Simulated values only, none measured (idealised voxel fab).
This is a process module. Its name is voxel transistor to metal.
Square cells of 5 nm make up the cross-section cut, whose width is 295 nm.
Bands, listed from the top down, are how a cross-section gets written in this document; the cross-section itself is a grid of square cells, and a band is one or more rows of them. The band entry comprises the height of the band's top followed by the height of its bottom, expressed in nm, and subsequently the band's materials from left to right, each stated together with its width in nm. Where a single material is marked with the word "all across", that material fills the band from edge to edge. The word "air" represents empty space. Basically, 0 is our baseline, since under it the wafer straight out of the box is all one material. The bottom band has no lower end and keeps on going down, so it looks like "0 down". The notation "30 to 40" denotes a width that varies across the rows of cells in the band, beginning at the first number in the top row, finishing at the second number in the bottom row, and changing by an identical amount from each row to the next. Take "no change" at face value: in the step it is given for, the cross-section changed in none of its cells. "Closed cavities": sealed empty spaces, 8 cells or more, no open way to top, listed width x height at distance, with distance from the left edge and width, height and distance in nm. Heads up: the bit after the settings on a step's line is the simulator's remark on that step. For masked steps, "overlay nm" on the step line gives how far right of plan the mask actually lay; a minus sign means it lay to the left.
List of planned process steps:
1) op RECEIVE | material Si
2) op OXIDIZE | depth nm 5
3) op CONFORMAL_DEP | material SiN | thk nm 10
4) op MASKED_ETCH | tone cover | mask id ACTIVE | width nm 90 | pitch nm 110 | etch materials SiN | depth nm 10 | overlay nm 0
5) op MASKED_ETCH | tone cover | mask id ACTIVE | width nm 90 | pitch nm 110 | etch materials SiO2 | depth nm 5 | overlay nm 0
6) op MASKED_ETCH | tone cover | mask id ACTIVE | width nm 90 | pitch nm 110 | etch materials Si | depth nm 25 | overlay nm 0
7) op FILL_DEP | material SiO2 | thk nm 15
8) op CMP | height nm 10
9) op SELECTIVE_ETCH | etch materials SiO2 | depth nm 10
10) op STRIP | etch materials SiN
11) op SELECTIVE_ETCH | etch materials SiO2 | depth nm 5
12) op OXIDIZE | depth nm 5
13) op DIRECTIONAL_DEP | material polySi | thk nm 25
14) op DIRECTIONAL_DEP | material SiCN | thk nm 10
15) op MASKED_ETCH | tone cover | mask id GATE | width nm 20 | pitch nm 110 | etch materials SiCN | depth nm 20 | overlay nm 0
16) op MASKED_ETCH | tone cover | mask id GATE | width nm 20 | pitch nm 110 | etch materials polySi | depth nm 35 | overlay nm 0
17) op CONFORMAL_DEP | material SiO2 | thk nm 5
18) op DIRECTIONAL_ETCH | etch materials SiO2 | depth nm 5
19) op CONFORMAL_DEP | material SiN | thk nm 10
20) op DIRECTIONAL_ETCH | etch materials SiN | depth nm 10
21) op DIRECTIONAL_ETCH | etch materials SiO2 | depth nm 5
22) op DIRECTIONAL_ETCH | etch materials Si | depth nm 5
23) op EPI | material SiGe | thk nm 10
24) op FILL_DEP | material SiO2 | thk nm 5
25) op CMP | height nm 30
26) op DIRECTIONAL_DEP | material SiO2 | thk nm 10
27) op PATTERN | tone open | mask id CONTACT | material resist | width nm 15 | thk nm 20 | overlay nm 0
28) op DIRECTIONAL_ETCH | etch materials SiO2 | depth nm 45
29) op STRIP | etch materials resist
30) op CONFORMAL_DEP | material TiN | thk nm 5
31) op FILL_DEP | material W | thk nm 5
32) op CMP | height nm 40
33) op DIRECTIONAL_DEP | material TiN | thk nm 5
34) op DIRECTIONAL_DEP | material Ru | thk nm 25
35) op MASKED_ETCH | tone cover | mask id METAL_1 | width nm 15 | etch materials Ru | depth nm 25 | overlay nm 0
36) op MASKED_ETCH | tone cover | mask id METAL_1 | width nm 15 | etch materials TiN | depth nm 5 | overlay nm 0
37) op FILL_DEP | material SiO2 | thk nm 5
38) op CMP | height nm 70
39) op CONFORMAL_DEP | material SiCN | thk nm 5
40) op DIRECTIONAL_DEP | material SiO2 | thk nm 30
41) op DIRECTIONAL_DEP | material aC | thk nm 10
42) op PATTERN | tone open | mask id METAL_2 | material resist | width nm 15 | pitch nm 110 | thk nm 25 | overlay nm 0
43) op DIRECTIONAL_ETCH | etch materials aC | depth nm 10
44) op STRIP | etch materials resist
45) op DIRECTIONAL_ETCH | etch materials SiO2 | depth nm 15
46) op STRIP | etch materials aC
47) op MASKED_ETCH | tone open | mask id METAL_2_HOLES | width nm 15 | pitch nm 110 | etch materials SiO2 | depth nm 15 | overlay nm 0
48) op MASKED_ETCH | tone open | mask id METAL_2_HOLES | width nm 15 | pitch nm 110 | etch materials SiCN | depth nm 5 | overlay nm 0
49) op CONFORMAL_DEP | material TiN | thk nm 5
50) op FILL_DEP | material Ru | thk nm 10
51) op CMP | height nm 105
52) op CONFORMAL_DEP | material SiN | thk nm 5
Cross-section of the wafer as it came to us, i.e., already through step 1:
> 0 down  Si all across
> Closed cavities: none
Starting structure and process plan are as shown above, but one mistake was made in running the module; the wafer cross-section at the end of the module follows:
> 110 to 105  SiN all across
> 105 to 75  SiO2 (50) | TiN (5) | Ru (5) | TiN (5) | SiO2 (95) | TiN (5) | Ru (5) | TiN (5) | SiO2 (120)
> 75 to 70  SiCN (50) | TiN (15) | SiCN (95) | TiN (15) | SiCN (120)
> 70 to 45  SiO2 (45) | Ru (25) | SiO2 (40) | Ru (25) | SiO2 (20) | Ru (25) | SiO2 (40) | Ru (25) | SiO2 (50)
> 45 to 40  SiO2 (45) | TiN (25) | SiO2 (40) | TiN (25) | SiO2 (20) | TiN (25) | SiO2 (40) | TiN (25) | SiO2 (50)
> 40 to 30  SiO2 (50) | TiN (5) | W (5) | TiN (5) | SiO2 (50) | TiN (5) | W (5) | TiN (5) | SiO2 (30) | TiN (5) | W (5) | TiN (5) | SiO2 (50) | TiN (5) | W (5) | TiN (5) | SiO2 (55)
> 30 to 20  SiO2 (50) | TiN (5) | W (5) | TiN (5) | SiN (10) | SiO2 (5) | SiCN (20) | SiO2 (5) | SiN (10) | TiN (5) | W (5) | TiN (5) | SiO2 (30) | TiN (5) | W (5) | TiN (5) | SiN (10) | SiO2 (5) | SiCN (20) | SiO2 (5) | SiN (10) | TiN (5) | W (5) | TiN (5) | SiO2 (55)
> 20 to 5  SiO2 (50) | TiN (5) | W (5) | TiN (5) | SiN (10) | SiO2 (5) | polySi (20) | SiO2 (5) | SiN (10) | TiN (5) | W (5) | TiN (5) | SiO2 (30) | TiN (5) | W (5) | TiN (5) | SiN (10) | SiO2 (5) | polySi (20) | SiO2 (5) | SiN (10) | TiN (5) | W (5) | TiN (5) | SiO2 (55)
> 5 to 0  SiO2 (50) | TiN (15) | SiN (10) | SiO2 (5) | polySi (20) | SiO2 (5) | SiN (10) | TiN (15) | SiO2 (30) | TiN (15) | SiN (10) | SiO2 (5) | polySi (20) | SiO2 (5) | SiN (10) | TiN (15) | SiO2 (55)
> 0 to -5  SiO2 (50) | TiN (5) | SiGe (10) | SiN (10) | SiO2 (5) | polySi (20) | SiO2 (5) | SiN (10) | SiGe (10) | TiN (5) | SiO2 (30) | TiN (5) | SiGe (10) | SiN (10) | SiO2 (5) | polySi (20) | SiO2 (5) | SiN (10) | SiGe (10) | TiN (5) | SiO2 (55)
> -5 to -10  SiO2 (40) | SiGe (25) | SiO2 (50) | SiGe (25) | SiO2 (10) | SiGe (25) | SiO2 (50) | SiGe (25) | SiO2 (45)
> -10 to -15  SiO2 (45) | SiGe (20) | Si (50) | SiGe (20) | SiO2 (20) | SiGe (20) | Si (50) | SiGe (20) | SiO2 (50)
> -15 to -30  SiO2 (45) | Si (90) | SiO2 (20) | Si (90) | SiO2 (50)
> -30 down  Si all across
> Closed cavities: none
Short version of what went wrong: the process deviated at step 35: the operation and settings actually run there were op MASKED_ETCH | tone cover | mask id METAL_1 | width nm 25 | etch materials Ru | depth nm 25 | overlay nm 0
